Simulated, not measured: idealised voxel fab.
The following process module bears the name voxel self aligned vias.
The width of the displayed cross-section, cut, is 235 nm; its cells are square, with a size of 5 nm.
Throughout this document, each cross-section is represented as a grid of square cells and is presented as a sequence of bands enumerated from the top downward, where a band comprises one or more rows of cells.
Band: top and bottom heights (nm) first, top before bottom; then materials from left to right, widths in nm. "throughout" marks a sole material filling the band edge to edge. "blank" denotes empty space.
Counting heights begins at 0, where everything beneath is, in the wafer as received, one material. The lowest band has no bottom; it goes on downwards, as "top 0, no bottom" shows.
So if you see something like "30->40" for the width, read it as the top row of the band sitting at the first number and the bottom row at the second, with every row in between moving by the same amount as the last.
For the purposes of this document, the phrase "no alteration" attached to a step denotes that no cell within the cross-section was modified by that step.
"Enclosed void list" lists enclosed empty spaces (at least 8 cells, no open path upward to the top), each as width x height at distance from the left edge, in nm.
Read whatever lies past the settings on a step's line as the simulator's own remark about the step.
A step line may carry the setting "overlay nm", which, for steps involving a mask, states the distance by which the mask lay to the right of its intended position; negative values denote displacement to the left.
Steps planned for the process:
1) RECEIVE: material Si
2) CONFORMAL_DEP: material SiO2, thk nm 15
3) CONFORMAL_DEP: material SiCN, thk nm 5
4) DIRECTIONAL_DEP: material SiO2, thk nm 30
5) MASKED_ETCH: tone open, mask id LINES, width nm 25, pitch nm 60, etch materials SiO2, depth nm 30, overlay nm -15
6) CONFORMAL_DEP: material TiN, thk nm 5
7) FILL_DEP: material W, thk nm 10
8) CMP: height nm 50
9) SELECTIVE_ETCH: etch materials W Ru TiN, depth nm 5
10) FILL_DEP: material SiN, thk nm 5
11) CMP: height nm 50
12) DIRECTIONAL_DEP: material SiO2, thk nm 15
13) MASKED_ETCH: tone open, mask id VIAS, width nm 35, pitch nm 60, etch materials SiO2, depth nm 15, overlay nm 0
14) MASKED_ETCH: tone open, mask id VIAS, width nm 35, pitch nm 60, etch materials SiN, depth nm 5, overlay nm 0
15) CONFORMAL_DEP: material TiN, thk nm 5
16) FILL_DEP: material Cu, thk nm 5
17) CMP: height nm 65
18) CONFORMAL_DEP: material SiCN, thk nm 5
Every wafer here starts from the same state; it is the step 5 overlay nm that distinguishes them, and the value the plan gives belongs to the first wafer.
Sectional view: first of several wafers, as received, after step 1:
    top 0, no bottom  Si throughout
    Enclosed void list: none
Here's the first of several wafers in cross-section, end of the module, after the last step, step 18:
    top 70, bottom 65  SiCN throughout
    top 65, bottom 55  SiO2 70 nm, TiN 5 nm, Cu 25 nm, TiN 5 nm, SiO2 25 nm, TiN 5 nm, Cu 25 nm, TiN 5 nm, SiO2 70 nm
    top 55, bottom 50  SiO2 70 nm, TiN 5 nm, Cu 5 nm, TiN 25 nm, SiO2 25 nm, TiN 5 nm, Cu 5 nm, TiN 25 nm, SiO2 70 nm
    top 50, bottom 45  SiO2 60 nm, SiN 10 nm, TiN 15 nm, SiO2 35 nm, SiN 10 nm, TiN 15 nm, SiO2 90 nm
    top 45, bottom 25  SiO2 60 nm, TiN 5 nm, W 15 nm, TiN 5 nm, SiO2 35 nm, TiN 5 nm, W 15 nm, TiN 5 nm, SiO2 90 nm
    top 25, bottom 20  SiO2 60 nm, TiN 25 nm, SiO2 35 nm, TiN 25 nm, SiO2 90 nm
    top 20, bottom 15  SiCN throughout
    top 15, bottom 0  SiO2 throughout
    top 0, no bottom  Si throughout
    Enclosed void list: none
Last wafer of the set, cross-sectioned at end of module:
    top 70, bottom 65  SiCN throughout
    top 65, bottom 55  SiO2 70 nm, TiN 5 nm, Cu 25 nm, TiN 5 nm, SiO2 25 nm, TiN 5 nm, Cu 25 nm, TiN 5 nm, SiO2 70 nm
    top 55, bottom 50  SiO2 70 nm, TiN 25 nm, Cu 5 nm, TiN 5 nm, SiO2 25 nm, TiN 25 nm, Cu 5 nm, TiN 5 nm, SiO2 70 nm
    top 50, bottom 45  SiO2 90 nm, TiN 15 nm, SiN 10 nm, SiO2 35 nm, TiN 15 nm, SiN 10 nm, SiO2 60 nm
    top 45, bottom 25  SiO2 90 nm, TiN 5 nm, W 15 nm, TiN 5 nm, SiO2 35 nm, TiN 5 nm, W 15 nm, TiN 5 nm, SiO2 60 nm
    top 25, bottom 20  SiO2 90 nm, TiN 25 nm, SiO2 35 nm, TiN 25 nm, SiO2 60 nm
    top 20, bottom 15  SiCN throughout
    top 15, bottom 0  SiO2 throughout
    top 0, no bottom  Si throughout
    Enclosed void list: none
Per wafer (row), end of module: delta in cells per material since receipt, (+) for gained, (-) for lost; closed voids after that:
overlay nm -15; +22 Cu; +94 SiCN; +4 SiN; +462 SiO2; +52 TiN; +24 W; Enclosed void list: none
overlay nm -10; +24 Cu; +94 SiCN; +2 SiN; +462 SiO2; +52 TiN; +24 W; Enclosed void list: none
overlay nm -5; +26 Cu; +94 SiCN; +462 SiO2; +52 TiN; +24 W; Enclosed void list: none
overlay nm 0; +26 Cu; +94 SiCN; +462 SiO2; +52 TiN; +24 W; Enclosed void list: none
overlay nm 5; +26 Cu; +94 SiCN; +462 SiO2; +52 TiN; +24 W; Enclosed void list: none
overlay nm 10; +24 Cu; +94 SiCN; +2 SiN; +462 SiO2; +52 TiN; +24 W; Enclosed void list: none
overlay nm 15; +22 Cu; +94 SiCN; +4 SiN; +462 SiO2; +52 TiN; +24 W; Enclosed void list: none
